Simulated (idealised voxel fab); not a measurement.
Name of the process module below: voxel self aligned contacts
Square cell edge 5 nm, section width 175 nm, ID cut.
Reading order for cross-sections: top band down to bottom band. Underlying form: a grid of square cells. Band size: one or more rows of cells.
The band entry comprises the height of the band's top followed by the height of its bottom, expressed in nm, and subsequently the band's materials from left to right, each stated together with its width in nm. Where a single material is marked with the word "everywhere", that material fills the band from edge to edge. The word "empty" represents empty space.
Heights are measured from 0, the level below which the as-received wafer is all one material; the lowest band has no bottom and continues downward, written as in "0..down".
Quick explanation for "30..40": the width changes in equal steps down the rows of cells, from the first number in the band's top row to the second number in its bottom row.
Key: "stayed the same" - step with no changed cell in the cross-section.
What "Trapped void list" gives you is every empty space of 8 cells or more that is cut off from the top. Each appears as width x height at distance, with the distance taken from the left edge and width, height and distance all in nm.
Formally, on a step line, whatever follows the settings is a remark that the simulator itself makes on the step.
overlay nm: mask offset rightward from planned place, masked step; negative means leftward offset.

**Set out below are the planned steps of the process**
1) op RECEIVE | material Si
2) op CONFORMAL_DEP | material SiO2 | thk nm 5
3) op DIRECTIONAL_DEP | material polySi | thk nm 25
4) op DIRECTIONAL_DEP | material SiN | thk nm 15
5) op DIRECTIONAL_DEP | material aC | thk nm 10
6) op PATTERN | tone cover | mask id GATE | material resist | width nm 25 | pitch nm 60 | thk nm 25 | overlay nm 0
7) op DIRECTIONAL_ETCH | etch materials aC | depth nm 10
8) op STRIP | etch materials resist
9) op DIRECTIONAL_ETCH | etch materials SiN | depth nm 15
10) op DIRECTIONAL_ETCH | etch materials polySi | depth nm 25
11) op STRIP | etch materials aC
12) op CONFORMAL_DEP | material SiN | thk nm 5
13) op DIRECTIONAL_ETCH | etch materials SiN | depth nm 5
14) op FILL_DEP | material SiO2 | thk nm 15
15) op CMP | height nm 50
16) op MASKED_ETCH | tone open | mask id CONTACT | width nm 45 | etch materials SiO2 | depth nm 50 | overlay nm 0
17) op CONFORMAL_DEP | material TiN | thk nm 5
18) op FILL_DEP | material W | thk nm 5
19) op CMP | height nm 50
20) op CONFORMAL_DEP | material SiCN | thk nm 5

**So this is the incoming wafer in cross-section - it's already been through step 1**
* 0..down: Si everywhere
* Trapped void list: none

**Here's the cross-section of the first of our two wafers at the end of the module - it ran as planned**
* 55..50: SiCN everywhere
* 50..45: SiO2 65 nm; TiN 15 nm; W 15 nm; TiN 15 nm; SiO2 65 nm
* 45..30: SiO2 40 nm; SiN 35 nm; TiN 5 nm; W 15 nm; TiN 5 nm; SiN 35 nm; SiO2 40 nm
* 30..5: SiO2 40 nm; SiN 5 nm; polySi 25 nm; SiN 5 nm; TiN 5 nm; W 15 nm; TiN 5 nm; SiN 5 nm; polySi 25 nm; SiN 5 nm; SiO2 40 nm
* 5..0: SiO2 75 nm; TiN 25 nm; SiO2 75 nm
* 0..down: Si everywhere
* Trapped void list: none

**So this is wafer number two of the two, cut at the end of the module - it started where the first did and had the same plan, we just got one thing wrong running it**
* 55..50: SiCN everywhere
* 50..45: SiO2 65 nm; TiN 45 nm; SiO2 65 nm
* 45..30: SiN 50 nm; SiO2 15 nm; SiN 45 nm; SiO2 15 nm; SiN 50 nm
* 30..5: polySi 45 nm; SiN 5 nm; SiO2 15 nm; SiN 5 nm; polySi 35 nm; SiN 5 nm; SiO2 15 nm; SiN 5 nm; polySi 45 nm
* 5..0: SiO2 everywhere
* 0..down: Si everywhere
* Trapped void list: none
What went wrong in running the wafer? step 6 was not run as planned; what actually ran was op PATTERN | tone open | mask id GATE | material resist | width nm 25 | pitch nm 60 | thk nm 25 | overlay nm 0
Final difference in cells, second wafer against first, listed per material as more or fewer: SiN +45; SiO2 -75; TiN -18; W -27; polySi +75
